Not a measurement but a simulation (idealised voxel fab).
Process module heading - voxel gate over fins
In the cross-section labelled cut, the width is 230 nm and each square cell is 5 nm.
For the purposes of this document, a cross-section shall be understood as a grid of square cells, specified as bands listed in top-to-bottom order, each band consisting of one or more rows of cells.
Read a band's entry like this: the first values are the height of its top and the height of its bottom in nm, and what follows is the sequence of materials from left to right, each with its width in nm. Note that "air" is empty space, and that a single material marked "all across" reaches across the band from edge to edge.
Heights from 0 (as-received wafer is one material below). Bottom band endless downward, as "from 0 down".
The two numbers in a width such as "30->40" mark its ends across the band: the first belongs to the top row of cells, the second to the bottom row, and from each row to the next the width moves by the same amount.
For the purposes of this document, the phrase "nothing got changed" attached to a step denotes that no cell within the cross-section was modified by that step.
Voids not open to the top, 8 cells minimum: see "Closed void roster". Written width x height at distance; distance is from the left edge; nm.
If you see something after the settings on a step's line, that's the simulator's own remark about that step.
The optional step-line setting "overlay nm" applies to steps with a mask and quantifies how far to the right of its planned location the mask lay, a negative value indicating leftward placement.
If you're wondering how to read the rest of this, here's the deal. It's pairs of cross-sections: one from before a process step, one from after it. The after one is only drawn as far down as the lowest band that changed. Right under each pair you'll see which step sits between them and what its settings were. Don't read the pairs as one continuous story, though. They can come from different runs of this module on the same starting wafer, and a pair only carries on from the one above it where its entry headed "Ahead of processing" says so.
[Ahead of processing]
- from 5 to 0: 55 air / 15 HfO2 / 35 air / 15 HfO2 / 35 air / 15 HfO2 / 60 air
- from 0 to -5: 55 air / 5 HfO2 / 5 Si / 5 HfO2 / 35 air / 5 HfO2 / 5 Si / 5 HfO2 / 35 air / 5 HfO2 / 5 Si / 5 HfO2 / 60 air
- from -5 to -10: 60 HfO2 / 5 Si / 45 HfO2 / 5 Si / 45 HfO2 / 5 Si / 65 HfO2
- from -10 to -15: 60 SiO2 / 5 Si / 45 SiO2 / 5 Si / 45 SiO2 / 5 Si / 65 SiO2
- from -15 to -25: 60 SiO2 / 5 Si / 15 SiO2 / 5 TiN / 5 W / 5 TiN / 15 SiO2 / 5 Si / 45 SiO2 / 5 Si / 65 SiO2
- from -25 to -30: 60 SiO2 / 5 Si / 15 SiO2 / 15 TiN / 15 SiO2 / 5 Si / 45 SiO2 / 5 Si / 65 SiO2
- from -30 to -40: 60 SiO2 / 5 Si / 45 SiO2 / 5 Si / 45 SiO2 / 5 Si / 65 SiO2
- from -40 down: Si all across
- Closed void roster: none
[Post-Step Geometry]
- from 10 to 5: 50 air / 25 TiAl / 25 air / 25 TiAl / 25 air / 25 TiAl / 55 air
- from 5 to 0: 50 air / 5 TiAl / 15 HfO2 / 5 TiAl / 25 air / 5 TiAl / 15 HfO2 / 5 TiAl / 25 air / 5 TiAl / 15 HfO2 / 5 TiAl / 55 air
- from 0 to -5: 55 TiAl / 5 HfO2 / 5 Si / 5 HfO2 / 35 TiAl / 5 HfO2 / 5 Si / 5 HfO2 / 35 TiAl / 5 HfO2 / 5 Si / 5 HfO2 / 60 TiAl
- Nothing below the height -5 has changed.
- Closed void roster: none
Process step bridging the above cross-sections: CONFORMAL_DEP | material TiAl | thk nm 5
Ahead of processing: Please consult the pair immediately above; the cross-section it shows after its step is the state before this step.
[Post-Step Geometry]
- from 15 to 10: 45 air / 35 TiN / 15 air / 35 TiN / 15 air / 35 TiN / 50 air
- from 10 to 5: 45 air / 5 TiN / 25 TiAl / 5 TiN / 15 air / 5 TiN / 25 TiAl / 5 TiN / 15 air / 5 TiN / 25 TiAl / 5 TiN / 50 air
- from 5 to 0: 50 TiN / 5 TiAl / 15 HfO2 / 5 TiAl / 25 TiN / 5 TiAl / 15 HfO2 / 5 TiAl / 25 TiN / 5 TiAl / 15 HfO2 / 5 TiAl / 55 TiN
- Nothing below the height 0 has changed.
- Closed void roster: none
Process step bridging the above cross-sections: CONFORMAL_DEP | material TiN | thk nm 5
Ahead of processing: Please consult the pair immediately above; the cross-section it shows after its step is the state before this step.
[Post-Step Geometry]
- from 20 to 10: 40 air / 45 TiN / 5 air / 45 TiN / 5 air / 45 TiN / 45 air
- from 10 to 5: 50 TiN / 25 TiAl / 25 TiN / 25 TiAl / 25 TiN / 25 TiAl / 55 TiN
- Nothing below the height 5 has changed.
- Closed void roster: none
Process step bridging the above cross-sections: CONFORMAL_DEP | material TiN | thk nm 5
Ahead of processing: Please consult the pair immediately above; the cross-section it shows after its step is the state before this step.
[Post-Step Geometry]
- from 35 to 20: W all across
- from 20 to 10: 40 W / 45 TiN / 5 W / 45 TiN / 5 W / 45 TiN / 45 W
- Nothing below the height 10 has changed.
- Closed void roster: none
Process step bridging the above cross-sections: FILL_DEP | material W | thk nm 15
Ahead of processing: Please consult the pair immediately above; the cross-section it shows after its step is the state before this step.
[Post-Step Geometry]
- from 30 to 20: W all across
- Nothing below the height 20 has changed.
- Closed void roster: none
Process step bridging the above cross-sections: CMP | height nm 30
Ahead of processing: Please consult the pair immediately above; the cross-section it shows after its step is the state before this step.
[Post-Step Geometry]
- from 35 to 30: SiCN all across
- Nothing below the height 30 has changed.
- Closed void roster: none
Process step bridging the above cross-sections: CONFORMAL_DEP | material SiCN | thk nm 5
[Ahead of processing]
- from 25 to 10: 55 air / 15 resist / 35 air / 15 resist / 35 air / 15 resist / 60 air
- from 10 to 0: 55 air / 15 SiN / 35 air / 15 SiN / 35 air / 15 SiN / 60 air
- from 0 down: Si all across
- Closed void roster: none
[Post-Step Geometry]
- from 25 to 10: 55 air / 15 resist / 35 air / 15 resist / 35 air / 15 resist / 60 air
- from 10 to 0: 55 air / 15 SiN / 35 air / 15 SiN / 35 air / 15 SiN / 60 air
- from 0 to -40: 55 air / 15 Si / 35 air / 15 Si / 35 air / 15 Si / 60 air
- Nothing below the height -40 has changed.
- Closed void roster: none
Process step bridging the above cross-sections: DIRECTIONAL_ETCH | etch materials Si | depth nm 40
Ahead of processing: Please consult the pair immediately above; the cross-section it shows after its step is the state before this step.
[Post-Step Geometry]
- from 10 to 0: 55 air / 15 SiN / 35 air / 15 SiN / 35 air / 15 SiN / 60 air
- Nothing below the height 0 has changed.
- Closed void roster: none
Process step bridging the above cross-sections: STRIP | etch materials resist
Ahead of processing: Please consult the pair immediately above; the cross-section it shows after its step is the state before this step.
[Post-Step Geometry]
- from 10 to 0: 55 air / 15 SiN / 35 air / 15 SiN / 35 air / 15 SiN / 60 air
- from 0 to -40: 55 air / 5 SiO2 / 5 Si / 5 SiO2 / 35 air / 5 SiO2 / 5 Si / 5 SiO2 / 35 air / 5 SiO2 / 5 Si / 5 SiO2 / 60 air
- from -40 to -45: 60 SiO2 / 5 Si / 45 SiO2 / 5 Si / 45 SiO2 / 5 Si / 65 SiO2
- Nothing below the height -45 has changed.
- Closed void roster: none
Process step bridging the above cross-sections: OXIDIZE | depth nm 5
Ahead of processing: Please consult the pair immediately above; the cross-section it shows after its step is the state before this step.
[Post-Step Geometry]
- from 15 to 10: SiO2 all across
- from 10 to 0: 55 SiO2 / 15 SiN / 35 SiO2 / 15 SiN / 35 SiO2 / 15 SiN / 60 SiO2
- from 0 to -45: 60 SiO2 / 5 Si / 45 SiO2 / 5 Si / 45 SiO2 / 5 Si / 65 SiO2
- Nothing below the height -45 has changed.
- Closed void roster: none
Process step bridging the above cross-sections: FILL_DEP | material SiO2 | thk nm 5
Ahead of processing: Please consult the pair immediately above; the cross-section it shows after its step is the state before this step.
[Post-Step Geometry]
- from 10 to 0: 55 SiO2 / 15 SiN / 35 SiO2 / 15 SiN / 35 SiO2 / 15 SiN / 60 SiO2
- Nothing below the height 0 has changed.
- Closed void roster: none
Process step bridging the above cross-sections: CMP | height nm 10
Ahead of processing: Please consult the pair immediately above; the cross-section it shows after its step is the state before this step.
[Post-Step Geometry]
- from 20 to 10: aC all across
- Nothing below the height 10 has changed.
- Closed void roster: none
Process step bridging the above cross-sections: DIRECTIONAL_DEP | material aC | thk nm 10
Ahead of processing: Please consult the pair immediately above; the cross-section it shows after its step is the state before this step.
[Post-Step Geometry]
- from 50 to 20: 80 resist / 15 air / 135 resist
- Nothing below the height 20 has changed.
- Closed void roster: none
Process step bridging the above cross-sections: PATTERN | tone open | mask id RAIL | material resist | width nm 15 | thk nm 30 | overlay nm 0
Ahead of processing: Please consult the pair immediately above; the cross-section it shows after its step is the state before this step.
[Post-Step Geometry]
- from 40 to 20: 80 resist / 15 air / 135 resist
- from 20 to 10: 80 aC / 15 air / 135 aC
- Nothing below the height 10 has changed.
- Closed void roster: none
Process step bridging the above cross-sections: DIRECTIONAL_ETCH | etch materials aC | depth nm 10
Ahead of processing: Please consult the pair immediately above; the cross-section it shows after its step is the state before this step.
[Post-Step Geometry]
- from 20 to 10: 80 aC / 15 air / 135 aC
- Nothing below the height 10 has changed.
- Closed void roster: none
Process step bridging the above cross-sections: STRIP | etch materials resist
Ahead of processing: Please consult the pair immediately above; the cross-section it shows after its step is the state before this step.
[Post-Step Geometry]
- from 20 to 10: 80 aC / 15 air / 135 aC
- from 10 to 0: 55 SiO2 / 15 SiN / 10 SiO2 / 15 air / 10 SiO2 / 15 SiN / 35 SiO2 / 15 SiN / 60 SiO2
- from 0 to -30: 60 SiO2 / 5 Si / 15 SiO2 / 15 air / 15 SiO2 / 5 Si / 45 SiO2 / 5 Si / 65 SiO2
- Nothing below the height -30 has changed.
- Closed void roster: none
Process step bridging the above cross-sections: DIRECTIONAL_ETCH | etch materials SiO2 | depth nm 40
Ahead of processing: Please consult the pair immediately above; the cross-section it shows after its step is the state before this step.
[Post-Step Geometry]
- from 10 to 0: 55 SiO2 / 15 SiN / 10 SiO2 / 15 air / 10 SiO2 / 15 SiN / 35 SiO2 / 15 SiN / 60 SiO2
- Nothing below the height 0 has changed.
- Closed void roster: none
Process step bridging the above cross-sections: STRIP | etch materials aC
Ahead of processing: Please consult the pair immediately above; the cross-section it shows after its step is the state before this step.
[Post-Step Geometry]
- from 15 to 10: 85 TiN / 5 air / 140 TiN
- from 10 to 0: 55 SiO2 / 15 SiN / 10 SiO2 / 5 TiN / 5 air / 5 TiN / 10 SiO2 / 15 SiN / 35 SiO2 / 15 SiN / 60 SiO2
- from 0 to -25: 60 SiO2 / 5 Si / 15 SiO2 / 5 TiN / 5 air / 5 TiN / 15 SiO2 / 5 Si / 45 SiO2 / 5 Si / 65 SiO2
- from -25 to -30: 60 SiO2 / 5 Si / 15 SiO2 / 15 TiN / 15 SiO2 / 5 Si / 45 SiO2 / 5 Si / 65 SiO2
- Nothing below the height -30 has changed.
- Closed void roster: none
Process step bridging the above cross-sections: CONFORMAL_DEP | material TiN | thk nm 5
Ahead of processing: Please consult the pair immediately above; the cross-section it shows after its step is the state before this step.
[Post-Step Geometry]
- from 25 to 15: W all across
- from 15 to 10: 85 TiN / 5 W / 140 TiN
- from 10 to 0: 55 SiO2 / 15 SiN / 10 SiO2 / 5 TiN / 5 W / 5 TiN / 10 SiO2 / 15 SiN / 35 SiO2 / 15 SiN / 60 SiO2
- from 0 to -25: 60 SiO2 / 5 Si / 15 SiO2 / 5 TiN / 5 W / 5 TiN / 15 SiO2 / 5 Si / 45 SiO2 / 5 Si / 65 SiO2
- Nothing below the height -25 has changed.
- Closed void roster: none
Process step bridging the above cross-sections: FILL_DEP | material W | thk nm 10
Ahead of processing: Please consult the pair immediately above; the cross-section it shows after its step is the state before this step.
[Post-Step Geometry]
- from 10 to 0: 55 SiO2 / 15 SiN / 10 SiO2 / 5 TiN / 5 W / 5 TiN / 10 SiO2 / 15 SiN / 35 SiO2 / 15 SiN / 60 SiO2
- Nothing below the height 0 has changed.
- Closed void roster: none
Process step bridging the above cross-sections: CMP | height nm 10
Ahead of processing: Please consult the pair immediately above; the cross-section it shows after its step is the state before this step.
[Post-Step Geometry]
- from 10 to 0: 55 SiO2 / 15 SiN / 10 SiO2 / 15 air / 10 SiO2 / 15 SiN / 35 SiO2 / 15 SiN / 60 SiO2
- from 0 to -15: 60 SiO2 / 5 Si / 15 SiO2 / 15 air / 15 SiO2 / 5 Si / 45 SiO2 / 5 Si / 65 SiO2
- Nothing below the height -15 has changed.
- Closed void roster: none
Process step bridging the above cross-sections: SELECTIVE_ETCH | etch materials W Ru TiN | depth nm 25
Ahead of processing: Please consult the pair immediately above; the cross-section it shows after its step is the state before this step.
[Post-Step Geometry]
- from 15 to 10: SiO2 all across
- from 10 to 0: 55 SiO2 / 15 SiN / 35 SiO2 / 15 SiN / 35 SiO2 / 15 SiN / 60 SiO2
- from 0 to -15: 60 SiO2 / 5 Si / 45 SiO2 / 5 Si / 45 SiO2 / 5 Si / 65 SiO2
- Nothing below the height -15 has changed.
- Closed void roster: none
Process step bridging the above cross-sections: FILL_DEP | material SiO2 | thk nm 5
Ahead of processing: Please consult the pair immediately above; the cross-section it shows after its step is the state before this step.
[Post-Step Geometry]
- from 10 to 0: 55 SiO2 / 15 SiN / 35 SiO2 / 15 SiN / 35 SiO2 / 15 SiN / 60 SiO2
- Nothing below the height 0 has changed.
- Closed void roster: none
Process step bridging the above cross-sections: CMP | height nm 10
Ahead of processing: Please consult the pair immediately above; the cross-section it shows after its step is the state before this step.
[Post-Step Geometry]
- from 10 to 0: 55 air / 15 SiN / 35 air / 15 SiN / 35 air / 15 SiN / 60 air
- from 0 to -10: 60 air / 5 Si / 45 air / 5 Si / 45 air / 5 Si / 65 air
- Nothing below the height -10 has changed.
- Closed void roster: none
Process step bridging the above cross-sections: SELECTIVE_ETCH | etch materials SiO2 | depth nm 20
Ahead of processing: Please consult the pair immediately above; the cross-section it shows after its step is the state before this step.
[Post-Step Geometry]
- from 0 to -10: 60 air / 5 Si / 45 air / 5 Si / 45 air / 5 Si / 65 air
- Nothing below the height -10 has changed.
- Closed void roster: none
Process step bridging the above cross-sections: STRIP | etch materials SiN
Ahead of processing: Please consult the pair immediately above; the cross-section it shows after its step is the state before this step.
[Post-Step Geometry]
- from 5 to 0: 55 air / 15 HfO2 / 35 air / 15 HfO2 / 35 air / 15 HfO2 / 60 air
- from 0 to -5: 55 air / 5 HfO2 / 5 Si / 5 HfO2 / 35 air / 5 HfO2 / 5 Si / 5 HfO2 / 35 air / 5 HfO2 / 5 Si / 5 HfO2 / 60 air
- from -5 to -10: 60 HfO2 / 5 Si / 45 HfO2 / 5 Si / 45 HfO2 / 5 Si / 65 HfO2
- Nothing below the height -10 has changed.
- Closed void roster: none
Process step bridging the above cross-sections: CONFORMAL_DEP | material HfO2 | thk nm 5
Ahead of processing: Please consult the pair immediately above; the cross-section it shows after its step is the state before this step.
[Post-Step Geometry]
- from 10 to 5: 50 air / 25 TiN / 25 air / 25 TiN / 25 air / 25 TiN / 55 air
- from 5 to 0: 50 air / 5 TiN / 15 HfO2 / 5 TiN / 25 air / 5 TiN / 15 HfO2 / 5 TiN / 25 air / 5 TiN / 15 HfO2 / 5 TiN / 55 air
- from 0 to -5: 55 TiN / 5 HfO2 / 5 Si / 5 HfO2 / 35 TiN / 5 HfO2 / 5 Si / 5 HfO2 / 35 TiN / 5 HfO2 / 5 Si / 5 HfO2 / 60 TiN
- Nothing below the height -5 has changed.
- Closed void roster: none
Process step bridging the above cross-sections: CONFORMAL_DEP | material TiN | thk nm 5
Ahead of processing: Please consult the pair immediately above; the cross-section it shows after its step is the state before this step.
[Post-Step Geometry]
- from 15 to 10: 45 air / 35 TiAl / 15 air / 35 TiAl / 15 air / 35 TiAl / 50 air
- from 10 to 5: 45 air / 5 TiAl / 25 TiN / 5 TiAl / 15 air / 5 TiAl / 25 TiN / 5 TiAl / 15 air / 5 TiAl / 25 TiN / 5 TiAl / 50 air
- from 5 to 0: 50 TiAl / 5 TiN / 15 HfO2 / 5 TiN / 25 TiAl / 5 TiN / 15 HfO2 / 5 TiN / 25 TiAl / 5 TiN / 15 HfO2 / 5 TiN / 55 TiAl
- Nothing below the height 0 has changed.
- Closed void roster: none
Process step bridging the above cross-sections: CONFORMAL_DEP | material TiAl | thk nm 5
Ahead of processing: Please consult the pair immediately above; the cross-section it shows after its step is the state before this step.
[Post-Step Geometry]
- from 20 to 15: 40 air / 45 TiN / 5 air / 45 TiN / 5 air / 45 TiN / 45 air
- from 15 to 10: 40 air / 5 TiN / 35 TiAl / 5 TiN / 5 air / 5 TiN / 35 TiAl / 5 TiN / 5 air / 5 TiN / 35 TiAl / 5 TiN / 45 air
- from 10 to 5: 45 TiN / 5 TiAl / 25 TiN / 5 TiAl / 15 TiN / 5 TiAl / 25 TiN / 5 TiAl / 15 TiN / 5 TiAl / 25 TiN / 5 TiAl / 50 TiN
- Nothing below the height 5 has changed.
- Closed void roster: none
Process step bridging the above cross-sections: CONFORMAL_DEP | material TiN | thk nm 5
Ahead of processing: Please consult the pair immediately above; the cross-section it shows after its step is the state before this step.
[Post-Step Geometry]
- from 35 to 20: W all across
- from 20 to 15: 40 W / 45 TiN / 5 W / 45 TiN / 5 W / 45 TiN / 45 W
- from 15 to 10: 40 W / 5 TiN / 35 TiAl / 5 TiN / 5 W / 5 TiN / 35 TiAl / 5 TiN / 5 W / 5 TiN / 35 TiAl / 5 TiN / 45 W
- Nothing below the height 10 has changed.
- Closed void roster: none
Process step bridging the above cross-sections: FILL_DEP | material W | thk nm 15
Ahead of processing: Please consult the pair immediately above; the cross-section it shows after its step is the state before this step.
[Post-Step Geometry]
- from 30 to 20: W all across
- Nothing below the height 20 has changed.
- Closed void roster: none
Process step bridging the above cross-sections: CMP | height nm 30
Ahead of processing: Please consult the pair immediately above; the cross-section it shows after its step is the state before this step.
[Post-Step Geometry]
- from 35 to 30: SiCN all across
- Nothing below the height 30 has changed.
- Closed void roster: none
Process step bridging the above cross-sections: CONFORMAL_DEP | material SiCN | thk nm 5
[Ahead of processing]
- from 10 to 0: SiN all across
- from 0 down: Si all across
- Closed void roster: none
[Post-Step Geometry]
- from 25 to 10: 55 air / 20 resist / 30 air / 20 resist / 30 air / 20 resist / 55 air
- Nothing below the height 10 has changed.
- Closed void roster: none
Process step bridging the above cross-sections: PATTERN | tone cover | mask id FINS | material resist | width nm 20 | pitch nm 50 | thk nm 15 | overlay nm 0
Ahead of processing: Please consult the pair immediately above; the cross-section it shows after its step is the state before this step.
[Post-Step Geometry]
- from 25 to 10: 55 air / 20 resist / 30 air / 20 resist / 30 air / 20 resist / 55 air
- from 10 to 0: 55 air / 20 SiN / 30 air / 20 SiN / 30 air / 20 SiN / 55 air
- Nothing below the height 0 has changed.
- Closed void roster: none
Process step bridging the above cross-sections: DIRECTIONAL_ETCH | etch materials SiN | depth nm 10
Ahead of processing: Please consult the pair immediately above; the cross-section it shows after its step is the state before this step.
[Post-Step Geometry]
- from 25 to 10: 55 air / 20 resist / 30 air / 20 resist / 30 air / 20 resist / 55 air
- from 10 to 0: 55 air / 20 SiN / 30 air / 20 SiN / 30 air / 20 SiN / 55 air
- from 0 to -35: 55 air / 20 Si / 30 air / 20 Si / 30 air / 20 Si / 55 air
- Nothing below the height -35 has changed.
- Closed void roster: none
Process step bridging the above cross-sections: DIRECTIONAL_ETCH | etch materials Si | depth nm 35
Ahead of processing: Please consult the pair immediately above; the cross-section it shows after its step is the state before this step.
[Post-Step Geometry]
- from 10 to 0: 55 air / 20 SiN / 30 air / 20 SiN / 30 air / 20 SiN / 55 air
- Nothing below the height 0 has changed.
- Closed void roster: none
Process step bridging the above cross-sections: STRIP | etch materials resist
Ahead of processing: Please consult the pair immediately above; the cross-section it shows after its step is the state before this step.
[Post-Step Geometry]
- from 10 to 0: 55 air / 20 SiN / 30 air / 20 SiN / 30 air / 20 SiN / 55 air
- from 0 to -35: 55 air / 5 SiO2 / 10 Si / 5 SiO2 / 30 air / 5 SiO2 / 10 Si / 5 SiO2 / 30 air / 5 SiO2 / 10 Si / 5 SiO2 / 55 air
- from -35 to -40: 60 SiO2 / 10 Si / 40 SiO2 / 10 Si / 40 SiO2 / 10 Si / 60 SiO2
- Nothing below the height -40 has changed.
- Closed void roster: none
Process step bridging the above cross-sections: OXIDIZE | depth nm 5
Ahead of processing: Please consult the pair immediately above; the cross-section it shows after its step is the state before this step.
[Post-Step Geometry]
- from 15 to 10: SiO2 all across
- from 10 to 0: 55 SiO2 / 20 SiN / 30 SiO2 / 20 SiN / 30 SiO2 / 20 SiN / 55 SiO2
- from 0 to -40: 60 SiO2 / 10 Si / 40 SiO2 / 10 Si / 40 SiO2 / 10 Si / 60 SiO2
- Nothing below the height -40 has changed.
- Closed void roster: none
Process step bridging the above cross-sections: FILL_DEP | material SiO2 | thk nm 5
Ahead of processing: Please consult the pair immediately above; the cross-section it shows after its step is the state before this step.
[Post-Step Geometry]
- from 10 to 0: 55 SiO2 / 20 SiN / 30 SiO2 / 20 SiN / 30 SiO2 / 20 SiN / 55 SiO2
- Nothing below the height 0 has changed.
- Closed void roster: none
Process step bridging the above cross-sections: CMP | height nm 10
Ahead of processing: Please consult the pair immediately above; the cross-section it shows after its step is the state before this step.
[Post-Step Geometry]
- from 20 to 10: aC all across
- Nothing below the height 10 has changed.
- Closed void roster: none
Process step bridging the above cross-sections: DIRECTIONAL_DEP | material aC | thk nm 10
Ahead of processing: Please consult the pair immediately above; the cross-section it shows after its step is the state before this step.
[Post-Step Geometry]
- from 50 to 20: 80 resist / 15 air / 135 resist
- Nothing below the height 20 has changed.
- Closed void roster: none
Process step bridging the above cross-sections: PATTERN | tone open | mask id RAIL | material resist | width nm 15 | thk nm 30 | overlay nm 0
Ahead of processing: Please consult the pair immediately above; the cross-section it shows after its step is the state before this step.
[Post-Step Geometry]
- from 40 to 20: 80 resist / 15 air / 135 resist
- from 20 to 10: 80 aC / 15 air / 135 aC
- Nothing below the height 10 has changed.
- Closed void roster: none
Process step bridging the above cross-sections: DIRECTIONAL_ETCH | etch materials aC | depth nm 10
Ahead of processing: Please consult the pair immediately above; the cross-section it shows after its step is the state before this step.
[Post-Step Geometry]
- from 20 to 10: 80 aC / 15 air / 135 aC
- Nothing below the height 10 has changed.
- Closed void roster: none
Process step bridging the above cross-sections: STRIP | etch materials resist
Ahead of processing: Please consult the pair immediately above; the cross-section it shows after its step is the state before this step.
[Post-Step Geometry]
- from 20 to 10: 80 aC / 15 air / 135 aC
- from 10 to 0: 55 SiO2 / 20 SiN / 5 SiO2 / 15 air / 10 SiO2 / 20 SiN / 30 SiO2 / 20 SiN / 55 SiO2
- from 0 to -30: 60 SiO2 / 10 Si / 10 SiO2 / 15 air / 15 SiO2 / 10 Si / 40 SiO2 / 10 Si / 60 SiO2
- Nothing below the height -30 has changed.
- Closed void roster: none
Process step bridging the above cross-sections: DIRECTIONAL_ETCH | etch materials SiO2 | depth nm 40
Ahead of processing: Please consult the pair immediately above; the cross-section it shows after its step is the state before this step.
[Post-Step Geometry]
- from 10 to 0: 55 SiO2 / 20 SiN / 5 SiO2 / 15 air / 10 SiO2 / 20 SiN / 30 SiO2 / 20 SiN / 55 SiO2
- Nothing below the height 0 has changed.
- Closed void roster: none
Process step bridging the above cross-sections: STRIP | etch materials aC
Ahead of processing: Please consult the pair immediately above; the cross-section it shows after its step is the state before this step.
[Post-Step Geometry]
- from 15 to 10: 85 TiN / 5 air / 140 TiN
- from 10 to 0: 55 SiO2 / 20 SiN / 5 SiO2 / 5 TiN / 5 air / 5 TiN / 10 SiO2 / 20 SiN / 30 SiO2 / 20 SiN / 55 SiO2
- from 0 to -25: 60 SiO2 / 10 Si / 10 SiO2 / 5 TiN / 5 air / 5 TiN / 15 SiO2 / 10 Si / 40 SiO2 / 10 Si / 60 SiO2
- from -25 to -30: 60 SiO2 / 10 Si / 10 SiO2 / 15 TiN / 15 SiO2 / 10 Si / 40 SiO2 / 10 Si / 60 SiO2
- Nothing below the height -30 has changed.
- Closed void roster: none
Process step bridging the above cross-sections: CONFORMAL_DEP | material TiN | thk nm 5
Ahead of processing: Please consult the pair immediately above; the cross-section it shows after its step is the state before this step.
[Post-Step Geometry]
- from 25 to 15: W all across
- from 15 to 10: 85 TiN / 5 W / 140 TiN
- from 10 to 0: 55 SiO2 / 20 SiN / 5 SiO2 / 5 TiN / 5 W / 5 TiN / 10 SiO2 / 20 SiN / 30 SiO2 / 20 SiN / 55 SiO2
- from 0 to -25: 60 SiO2 / 10 Si / 10 SiO2 / 5 TiN / 5 W / 5 TiN / 15 SiO2 / 10 Si / 40 SiO2 / 10 Si / 60 SiO2
- Nothing below the height -25 has changed.
- Closed void roster: none
Process step bridging the above cross-sections: FILL_DEP | material W | thk nm 10
Ahead of processing: Please consult the pair immediately above; the cross-section it shows after its step is the state before this step.
[Post-Step Geometry]
- from 10 to 0: 55 SiO2 / 20 SiN / 5 SiO2 / 5 TiN / 5 W / 5 TiN / 10 SiO2 / 20 SiN / 30 SiO2 / 20 SiN / 55 SiO2
- Nothing below the height 0 has changed.
- Closed void roster: none
Process step bridging the above cross-sections: CMP | height nm 10
Ahead of processing: Please consult the pair immediately above; the cross-section it shows after its step is the state before this step.
[Post-Step Geometry]
- from 10 to 0: 55 SiO2 / 20 SiN / 5 SiO2 / 15 air / 10 SiO2 / 20 SiN / 30 SiO2 / 20 SiN / 55 SiO2
- from 0 to -15: 60 SiO2 / 10 Si / 10 SiO2 / 15 air / 15 SiO2 / 10 Si / 40 SiO2 / 10 Si / 60 SiO2
- Nothing below the height -15 has changed.
- Closed void roster: none
Process step bridging the above cross-sections: SELECTIVE_ETCH | etch materials W Ru TiN | depth nm 25
Ahead of processing: Please consult the pair immediately above; the cross-section it shows after its step is the state before this step.
[Post-Step Geometry]
- from 15 to 10: SiO2 all across
- from 10 to 0: 55 SiO2 / 20 SiN / 30 SiO2 / 20 SiN / 30 SiO2 / 20 SiN / 55 SiO2
- from 0 to -15: 60 SiO2 / 10 Si / 40 SiO2 / 10 Si / 40 SiO2 / 10 Si / 60 SiO2
- Nothing below the height -15 has changed.
- Closed void roster: none
Process step bridging the above cross-sections: FILL_DEP | material SiO2 | thk nm 5
Ahead of processing: Please consult the pair immediately above; the cross-section it shows after its step is the state before this step.
[Post-Step Geometry]
- from 10 to 0: 55 SiO2 / 20 SiN / 30 SiO2 / 20 SiN / 30 SiO2 / 20 SiN / 55 SiO2
- Nothing below the height 0 has changed.
- Closed void roster: none
Process step bridging the above cross-sections: CMP | height nm 10
Ahead of processing: Please consult the pair immediately above; the cross-section it shows after its step is the state before this step.
[Post-Step Geometry]
- from 10 to 0: 55 air / 20 SiN / 30 air / 20 SiN / 30 air / 20 SiN / 55 air
- from 0 to -10: 60 air / 10 Si / 40 air / 10 Si / 40 air / 10 Si / 60 air
- Nothing below the height -10 has changed.
- Closed void roster: none
Process step bridging the above cross-sections: SELECTIVE_ETCH | etch materials SiO2 | depth nm 20
Ahead of processing: Please consult the pair immediately above; the cross-section it shows after its step is the state before this step.
[Post-Step Geometry]
- from 0 to -10: 60 air / 10 Si / 40 air / 10 Si / 40 air / 10 Si / 60 air
- Nothing below the height -10 has changed.
- Closed void roster: none
Process step bridging the above cross-sections: STRIP | etch materials SiN
Ahead of processing: Please consult the pair immediately above; the cross-section it shows after its step is the state before this step.
[Post-Step Geometry]
- from 5 to 0: 55 air / 20 HfO2 / 30 air / 20 HfO2 / 30 air / 20 HfO2 / 55 air
- from 0 to -5: 55 air / 5 HfO2 / 10 Si / 5 HfO2 / 30 air / 5 HfO2 / 10 Si / 5 HfO2 / 30 air / 5 HfO2 / 10 Si / 5 HfO2 / 55 air
- from -5 to -10: 60 HfO2 / 10 Si / 40 HfO2 / 10 Si / 40 HfO2 / 10 Si / 60 HfO2
- Nothing below the height -10 has changed.
- Closed void roster: none
Process step bridging the above cross-sections: CONFORMAL_DEP | material HfO2 | thk nm 5
Ahead of processing: Please consult the pair immediately above; the cross-section it shows after its step is the state before this step.
[Post-Step Geometry]
- from 10 to 5: 50 air / 30 TiN / 20 air / 30 TiN / 20 air / 30 TiN / 50 air
- from 5 to 0: 50 air / 5 TiN / 20 HfO2 / 5 TiN / 20 air / 5 TiN / 20 HfO2 / 5 TiN / 20 air / 5 TiN / 20 HfO2 / 5 TiN / 50 air
- from 0 to -5: 55 TiN / 5 HfO2 / 10 Si / 5 HfO2 / 30 TiN / 5 HfO2 / 10 Si / 5 HfO2 / 30 TiN / 5 HfO2 / 10 Si / 5 HfO2 / 55 TiN
- Nothing below the height -5 has changed.
- Closed void roster: none
Process step bridging the above cross-sections: CONFORMAL_DEP | material TiN | thk nm 5
Ahead of processing: Please consult the pair immediately above; the cross-section it shows after its step is the state before this step.
[Post-Step Geometry]
- from 15 to 10: 45 air / 40 TiAl / 10 air / 40 TiAl / 10 air / 40 TiAl / 45 air
- from 10 to 5: 45 air / 5 TiAl / 30 TiN / 5 TiAl / 10 air / 5 TiAl / 30 TiN / 5 TiAl / 10 air / 5 TiAl / 30 TiN / 5 TiAl / 45 air
- from 5 to 0: 50 TiAl / 5 TiN / 20 HfO2 / 5 TiN / 20 TiAl / 5 TiN / 20 HfO2 / 5 TiN / 20 TiAl / 5 TiN / 20 HfO2 / 5 TiN / 50 TiAl
- Nothing below the height 0 has changed.
- Closed void roster: none
Process step bridging the above cross-sections: CONFORMAL_DEP | material TiAl | thk nm 5
Ahead of processing: Please consult the pair immediately above; the cross-section it shows after its step is the state before this step.
[Post-Step Geometry]
- from 20 to 15: 40 air / 150 TiN / 40 air
- from 15 to 10: 40 air / 5 TiN / 40 TiAl / 10 TiN / 40 TiAl / 10 TiN / 40 TiAl / 5 TiN / 40 air
- from 10 to 5: 45 TiN / 5 TiAl / 30 TiN / 5 TiAl / 10 TiN / 5 TiAl / 30 TiN / 5 TiAl / 10 TiN / 5 TiAl / 30 TiN / 5 TiAl / 45 TiN
- Nothing below the height 5 has changed.
- Closed void roster: none
Process step bridging the above cross-sections: CONFORMAL_DEP | material TiN | thk nm 5
Ahead of processing: Please consult the pair immediately above; the cross-section it shows after its step is the state before this step.
[Post-Step Geometry]
- from 35 to 20: W all across
- from 20 to 15: 40 W / 150 TiN / 40 W
- from 15 to 10: 40 W / 5 TiN / 40 TiAl / 10 TiN / 40 TiAl / 10 TiN / 40 TiAl / 5 TiN / 40 W
- Nothing below the height 10 has changed.
- Closed void roster: none
Process step bridging the above cross-sections: FILL_DEP | material W | thk nm 15
Ahead of processing: Please consult the pair immediately above; the cross-section it shows after its step is the state before this step.
[Post-Step Geometry]
- from 30 to 20: W all across
- Nothing below the height 20 has changed.
- Closed void roster: none
Process step bridging the above cross-sections: CMP | height nm 30
